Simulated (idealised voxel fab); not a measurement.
Proc. module: voxel gate over fins
FYI the section here is cut, 175 nm wide, cells are 5 nm squares.
Bands, listed from the top down, are how a cross-section gets written in this document; the cross-section itself is a grid of square cells, and a band is one or more rows of them. Each band's line starts with the height of the band's top and of its bottom, in nm. Then come its materials from left to right, each with its width in nm. One material with "all across" fills the band from edge to edge. "blank" is empty space. The reference from which all heights are counted is 0, the level beneath which the as-received wafer is entirely one material; the lowest band, having no lower bound, proceeds downward and is written after the example "0 nm and below". The expression "30 to 40" gives the width at the extremes of the band, the first number at its top row of cells and the second at its bottom row, with the width changing by equal amounts from each row to the next in between. "no change occurred", as given for a step, is the statement that not any cell of the cross-section underwent a change during that step. Voids not open to the top, 8 cells minimum: see "Closed void entries". Written width x height at distance; distance is from the left edge; nm. The remark found on a step's line after its settings is issued by the simulator itself and pertains to that step. overlay nm: mask offset rightward from planned place, masked step; negative means leftward offset.
List of planned process steps:
1: RECEIVE (material Si)
2: CONFORMAL_DEP (material SiN; thk nm 10)
3: MASKED_ETCH (tone cover; mask id FINS; width nm 15; pitch nm 45; etch materials SiN; depth nm 10; overlay nm 0)
4: MASKED_ETCH (tone cover; mask id FINS; width nm 15; pitch nm 45; etch materials Si; depth nm 30; overlay nm 0)
5: OXIDIZE (depth nm 5)
6: FILL_DEP (material SiO2; thk nm 5)
7: CMP (height nm 10)
8: SELECTIVE_ETCH (etch materials SiO2; depth nm 20)
9: STRIP (etch materials SiN)
10: CONFORMAL_DEP (material HfO2; thk nm 5)
11: CONFORMAL_DEP (material TiN; thk nm 5)
12: CONFORMAL_DEP (material TiAl; thk nm 5)
13: CONFORMAL_DEP (material TiN; thk nm 5)
14: FILL_DEP (material W; thk nm 10)
15: CMP (height nm 25)
16: CONFORMAL_DEP (material SiCN; thk nm 5)
Wafer, first of two, run as planned:
Wafer at receipt (post step 1), cross-section:
	0 nm and below = Si all across
	Closed void entries: none
You're looking at a cross-section of the wafer after step 2:
	10 nm to 0 nm = SiN all across
	Everything under 0 stays put, no change at all.
You're looking at a cross-section of the wafer after step 3:
	10 nm to 0 nm = blank=35, SiN=15, blank=30, SiN=15, blank=30, SiN=15, blank=35
	Everything under 0 stays put, no change at all.
You're looking at a cross-section of the wafer after step 4:
	10 nm to 0 nm = blank=35, SiN=15, blank=30, SiN=15, blank=30, SiN=15, blank=35
	0 nm to -30 nm = blank=35, Si=15, blank=30, Si=15, blank=30, Si=15, blank=35
	Everything under -30 stays put, no change at all.
You're looking at a cross-section of the wafer after step 5:
	10 nm to 0 nm = blank=35, SiN=15, blank=30, SiN=15, blank=30, SiN=15, blank=35
	0 nm to -30 nm = blank=35, SiO2=5, Si=5, SiO2=5, blank=30, SiO2=5, Si=5, SiO2=5, blank=30, SiO2=5, Si=5, SiO2=5, blank=35
	-30 nm to -35 nm = SiO2=40, Si=5, SiO2=40, Si=5, SiO2=40, Si=5, SiO2=40
	Everything under -35 stays put, no change at all.
You're looking at a cross-section of the wafer after step 6:
	15 nm to 10 nm = SiO2 all across
	10 nm to 0 nm = SiO2=35, SiN=15, SiO2=30, SiN=15, SiO2=30, SiN=15, SiO2=35
	0 nm to -35 nm = SiO2=40, Si=5, SiO2=40, Si=5, SiO2=40, Si=5, SiO2=40
	Everything under -35 stays put, no change at all.
You're looking at a cross-section of the wafer after step 7:
	10 nm to 0 nm = SiO2=35, SiN=15, SiO2=30, SiN=15, SiO2=30, SiN=15, SiO2=35
	Everything under 0 stays put, no change at all.
You're looking at a cross-section of the wafer after step 8:
	10 nm to 0 nm = blank=35, SiN=15, blank=30, SiN=15, blank=30, SiN=15, blank=35
	0 nm to -10 nm = blank=40, Si=5, blank=40, Si=5, blank=40, Si=5, blank=40
	Everything under -10 stays put, no change at all.
You're looking at a cross-section of the wafer after step 9:
	0 nm to -10 nm = blank=40, Si=5, blank=40, Si=5, blank=40, Si=5, blank=40
	Everything under -10 stays put, no change at all.
You're looking at a cross-section of the wafer after step 10:
	5 nm to 0 nm = blank=35, HfO2=15, blank=30, HfO2=15, blank=30, HfO2=15, blank=35
	0 nm to -5 nm = blank=35, HfO2=5, Si=5, HfO2=5, blank=30, HfO2=5, Si=5, HfO2=5, blank=30, HfO2=5, Si=5, HfO2=5, blank=35
	-5 nm to -10 nm = HfO2=40, Si=5, HfO2=40, Si=5, HfO2=40, Si=5, HfO2=40
	Everything under -10 stays put, no change at all.
You're looking at a cross-section of the wafer after step 11:
	10 nm to 5 nm = blank=30, TiN=25, blank=20, TiN=25, blank=20, TiN=25, blank=30
	5 nm to 0 nm = blank=30, TiN=5, HfO2=15, TiN=5, blank=20, TiN=5, HfO2=15, TiN=5, blank=20, TiN=5, HfO2=15, TiN=5, blank=30
	0 nm to -5 nm = TiN=35, HfO2=5, Si=5, HfO2=5, TiN=30, HfO2=5, Si=5, HfO2=5, TiN=30, HfO2=5, Si=5, HfO2=5, TiN=35
	Everything under -5 stays put, no change at all.
You're looking at a cross-section of the wafer after step 12:
	15 nm to 10 nm = blank=25, TiAl=35, blank=10, TiAl=35, blank=10, TiAl=35, blank=25
	10 nm to 5 nm = blank=25, TiAl=5, TiN=25, TiAl=5, blank=10, TiAl=5, TiN=25, TiAl=5, blank=10, TiAl=5, TiN=25, TiAl=5, blank=25
	5 nm to 0 nm = TiAl=30, TiN=5, HfO2=15, TiN=5, TiAl=20, TiN=5, HfO2=15, TiN=5, TiAl=20, TiN=5, HfO2=15, TiN=5, TiAl=30
	Everything under 0 stays put, no change at all.
You're looking at a cross-section of the wafer after step 13:
	20 nm to 15 nm = blank=20, TiN=135, blank=20
	15 nm to 10 nm = blank=20, TiN=5, TiAl=35, TiN=10, TiAl=35, TiN=10, TiAl=35, TiN=5, blank=20
	10 nm to 5 nm = TiN=25, TiAl=5, TiN=25, TiAl=5, TiN=10, TiAl=5, TiN=25, TiAl=5, TiN=10, TiAl=5, TiN=25, TiAl=5, TiN=25
	Everything under 5 stays put, no change at all.
You're looking at a cross-section of the wafer after step 14:
	30 nm to 20 nm = W all across
	20 nm to 15 nm = W=20, TiN=135, W=20
	15 nm to 10 nm = W=20, TiN=5, TiAl=35, TiN=10, TiAl=35, TiN=10, TiAl=35, TiN=5, W=20
	Everything under 10 stays put, no change at all.
You're looking at a cross-section of the wafer after step 15:
	25 nm to 20 nm = W all across
	Everything under 20 stays put, no change at all.
You're looking at a cross-section of the wafer after step 16:
	30 nm to 25 nm = SiCN all across
	Everything under 25 stays put, no change at all.
The remaining wafer, second of the two, started like the first and was run to the same plan, except that one mistake was made along the way; the two coincide through step 2, inclusive:
The second wafer cut through, at the time step 3 was supposed to be finished:
	10 nm to 0 nm = SiN=35, blank=15, SiN=30, blank=15, SiN=30, blank=15, SiN=35
	Everything under 0 stays put, no change at all.
The second wafer cut through, at the time step 4 was supposed to be finished: no change occurred
The second wafer cut through, at the time step 5 was supposed to be finished:
	10 nm to 0 nm = SiN=35, blank=15, SiN=30, blank=15, SiN=30, blank=15, SiN=35
	0 nm to -5 nm = Si=30, SiO2=25, Si=20, SiO2=25, Si=20, SiO2=25, Si=30
	Everything under -5 stays put, no change at all.
The second wafer cut through, at the time step 6 was supposed to be finished:
	15 nm to 10 nm = SiO2 all across
	10 nm to 0 nm = SiN=35, SiO2=15, SiN=30, SiO2=15, SiN=30, SiO2=15, SiN=35
	Everything under 0 stays put, no change at all.
The second wafer cut through, at the time step 7 was supposed to be finished:
	10 nm to 0 nm = SiN=35, SiO2=15, SiN=30, SiO2=15, SiN=30, SiO2=15, SiN=35
	Everything under 0 stays put, no change at all.
The second wafer cut through, at the time step 8 was supposed to be finished:
	10 nm to 0 nm = SiN=35, blank=15, SiN=30, blank=15, SiN=30, blank=15, SiN=35
	0 nm to -5 nm = Si=30, blank=25, Si=20, blank=25, Si=20, blank=25, Si=30
	Everything under -5 stays put, no change at all.
The second wafer cut through, at the time step 9 was supposed to be finished:
	0 nm to -5 nm = Si=30, blank=25, Si=20, blank=25, Si=20, blank=25, Si=30
	Everything under -5 stays put, no change at all.
The second wafer cut through, at the time step 10 was supposed to be finished:
	5 nm to 0 nm = HfO2=35, blank=15, HfO2=30, blank=15, HfO2=30, blank=15, HfO2=35
	0 nm to -5 nm = Si=30, HfO2=25, Si=20, HfO2=25, Si=20, HfO2=25, Si=30
	Everything under -5 stays put, no change at all.
The second wafer cut through, at the time step 11 was supposed to be finished:
	10 nm to 5 nm = TiN=40, blank=5, TiN=40, blank=5, TiN=40, blank=5, TiN=40
	5 nm to 0 nm = HfO2=35, TiN=15, HfO2=30, TiN=15, HfO2=30, TiN=15, HfO2=35
	Everything under 0 stays put, no change at all.
The second wafer cut through, at the time step 12 was supposed to be finished:
	15 nm to 10 nm = TiAl all across
	10 nm to 5 nm = TiN=40, TiAl=5, TiN=40, TiAl=5, TiN=40, TiAl=5, TiN=40
	Everything under 5 stays put, no change at all.
The second wafer cut through, at the time step 13 was supposed to be finished:
	20 nm to 15 nm = TiN all across
	Everything under 15 stays put, no change at all.
The second wafer cut through, at the time step 14 was supposed to be finished:
	30 nm to 20 nm = W all across
	Everything under 20 stays put, no change at all.
The second wafer cut through, at the time step 15 was supposed to be finished:
	25 nm to 20 nm = W all across
	Everything under 20 stays put, no change at all.
The second wafer cut through, at the time step 16 was supposed to be finished:
	30 nm to 25 nm = SiCN all across
	Everything under 25 stays put, no change at all.
Misprocessing identified: so step 3 ended up running with a different setting than we planned, it ran as MASKED_ETCH (tone open; mask id FINS; width nm 15; pitch nm 45; etch materials SiN; depth nm 10; overlay nm 0)
Final tally in cells, some materials are higher or lower on the second wafer than on the first: 6 fewer of HfO2, 209 more of Si, 160 fewer of SiO2, 9 fewer of TiAl, 18 fewer of TiN, 16 fewer of W
